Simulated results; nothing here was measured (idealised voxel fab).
process module | voxel tone inversion
cross-section cut | 235 nm wide | cells 5 nm
A cross-section is a grid of square cells, given in bands from the top down. A band is one or more rows of cells.
Each band's line starts with the height of the band's top and of its bottom, in nm. Then come its materials from left to right, each with its width in nm. One material with "throughout" fills the band from edge to edge. "air" is empty space.
Height 0 is the level under which the wafer as received is all one material. The lowest band goes on downwards, as in "0 down".
A width such as "30 to 40" changes by the same amount from each row of cells to the next, from the band's top row to its bottom row.
"no change" after a step means that no cell of the cross-section changed.
closed voids: empty space of 8 cells or more with no open way to the top, each as width x height at its distance from the left edge, in nm
after a step's settings: what the simulator itself notes on the step
overlay nm, on a step with a mask: how far to the right of its planned place the mask lay; to the left if negative
plan
1 op RECEIVE | material Si
2 op CONFORMAL_DEP | material SiCN | thk nm 5
3 op DIRECTIONAL_DEP | material aC | thk nm 25
4 op PATTERN | tone cover | mask id POSTS | material resist | width nm 20 | pitch nm 45 | thk nm 35 | overlay nm 0
5 op DIRECTIONAL_ETCH | etch materials aC | depth nm 25
6 op STRIP | etch materials resist
7 op FILL_DEP | material lowk | thk nm 10
8 op CMP | height nm 30
9 op STRIP | etch materials aC
10 op CONFORMAL_DEP | material TiN | thk nm 5
11 op FILL_DEP | material Ru | thk nm 10
12 op CMP | height nm 30
13 op CONFORMAL_DEP | material SiCN | thk nm 5
first wafer, as planned
as received, after step 1
  0 down: Si throughout
  closed voids: none
after step 2
  5 to 0: SiCN throughout
  below 0: unchanged
after step 3
  30 to 5: aC throughout
  below 5: unchanged
after step 4
  65 to 30: air 60 | resist 20 | air 25 | resist 20 | air 25 | resist 20 | air 65
  below 30: unchanged
after step 5
  40 to 30: air 60 | resist 20 | air 25 | resist 20 | air 25 | resist 20 | air 65
  30 to 5: air 60 | aC 20 | air 25 | aC 20 | air 25 | aC 20 | air 65
  below 5: unchanged
after step 6
  30 to 5: air 60 | aC 20 | air 25 | aC 20 | air 25 | aC 20 | air 65
  below 5: unchanged
after step 7
  40 to 30: lowk throughout
  30 to 5: lowk 60 | aC 20 | lowk 25 | aC 20 | lowk 25 | aC 20 | lowk 65
  below 5: unchanged
after step 8
  30 to 5: lowk 60 | aC 20 | lowk 25 | aC 20 | lowk 25 | aC 20 | lowk 65
  below 5: unchanged
after step 9
  30 to 5: lowk 60 | air 20 | lowk 25 | air 20 | lowk 25 | air 20 | lowk 65
  below 5: unchanged
after step 10
  35 to 30: TiN 65 | air 10 | TiN 35 | air 10 | TiN 35 | air 10 | TiN 70
  30 to 10: lowk 60 | TiN 5 | air 10 | TiN 5 | lowk 25 | TiN 5 | air 10 | TiN 5 | lowk 25 | TiN 5 | air 10 | TiN 5 | lowk 65
  10 to 5: lowk 60 | TiN 20 | lowk 25 | TiN 20 | lowk 25 | TiN 20 | lowk 65
  below 5: unchanged
after step 11
  45 to 35: Ru throughout
  35 to 30: TiN 65 | Ru 10 | TiN 35 | Ru 10 | TiN 35 | Ru 10 | TiN 70
  30 to 10: lowk 60 | TiN 5 | Ru 10 | TiN 5 | lowk 25 | TiN 5 | Ru 10 | TiN 5 | lowk 25 | TiN 5 | Ru 10 | TiN 5 | lowk 65
  below 10: unchanged
after step 12
  30 to 10: lowk 60 | TiN 5 | Ru 10 | TiN 5 | lowk 25 | TiN 5 | Ru 10 | TiN 5 | lowk 25 | TiN 5 | Ru 10 | TiN 5 | lowk 65
  below 10: unchanged
after step 13
  35 to 30: SiCN throughout
  below 30: unchanged
second wafer: like start, like plan, one mistake. Through step 3 it matches the first wafer
when step 4 should have ended
  65 to 30: air 60 | resist 25 | air 20 | resist 25 | air 20 | resist 25 | air 60
  below 30: unchanged
when step 5 should have ended
  40 to 30: air 60 | resist 25 | air 20 | resist 25 | air 20 | resist 25 | air 60
  30 to 5: air 60 | aC 25 | air 20 | aC 25 | air 20 | aC 25 | air 60
  below 5: unchanged
when step 6 should have ended
  30 to 5: air 60 | aC 25 | air 20 | aC 25 | air 20 | aC 25 | air 60
  below 5: unchanged
when step 7 should have ended
  40 to 30: lowk throughout
  30 to 5: lowk 60 | aC 25 | lowk 20 | aC 25 | lowk 20 | aC 25 | lowk 60
  below 5: unchanged
when step 8 should have ended
  30 to 5: lowk 60 | aC 25 | lowk 20 | aC 25 | lowk 20 | aC 25 | lowk 60
  below 5: unchanged
when step 9 should have ended
  30 to 5: lowk 60 | air 25 | lowk 20 | air 25 | lowk 20 | air 25 | lowk 60
  below 5: unchanged
when step 10 should have ended
  35 to 30: TiN 65 | air 15 | TiN 30 | air 15 | TiN 30 | air 15 | TiN 65
  30 to 10: lowk 60 | TiN 5 | air 15 | TiN 5 | lowk 20 | TiN 5 | air 15 | TiN 5 | lowk 20 | TiN 5 | air 15 | TiN 5 | lowk 60
  10 to 5: lowk 60 | TiN 25 | lowk 20 | TiN 25 | lowk 20 | TiN 25 | lowk 60
  below 5: unchanged
when step 11 should have ended
  45 to 35: Ru throughout
  35 to 30: TiN 65 | Ru 15 | TiN 30 | Ru 15 | TiN 30 | Ru 15 | TiN 65
  30 to 10: lowk 60 | TiN 5 | Ru 15 | TiN 5 | lowk 20 | TiN 5 | Ru 15 | TiN 5 | lowk 20 | TiN 5 | Ru 15 | TiN 5 | lowk 60
  below 10: unchanged
when step 12 should have ended
  30 to 10: lowk 60 | TiN 5 | Ru 15 | TiN 5 | lowk 20 | TiN 5 | Ru 15 | TiN 5 | lowk 20 | TiN 5 | Ru 15 | TiN 5 | lowk 60
  below 10: unchanged
when step 13 should have ended
  35 to 30: SiCN throughout
  below 30: unchanged
what went wrong: step 4 ran as: op PATTERN | tone cover | mask id POSTS | material resist | width nm 25 | pitch nm 45 | thk nm 35 | overlay nm 0
at the end the second wafer has, in cells: 12 more of Ru | 3 more of TiN | 15 fewer of lowk
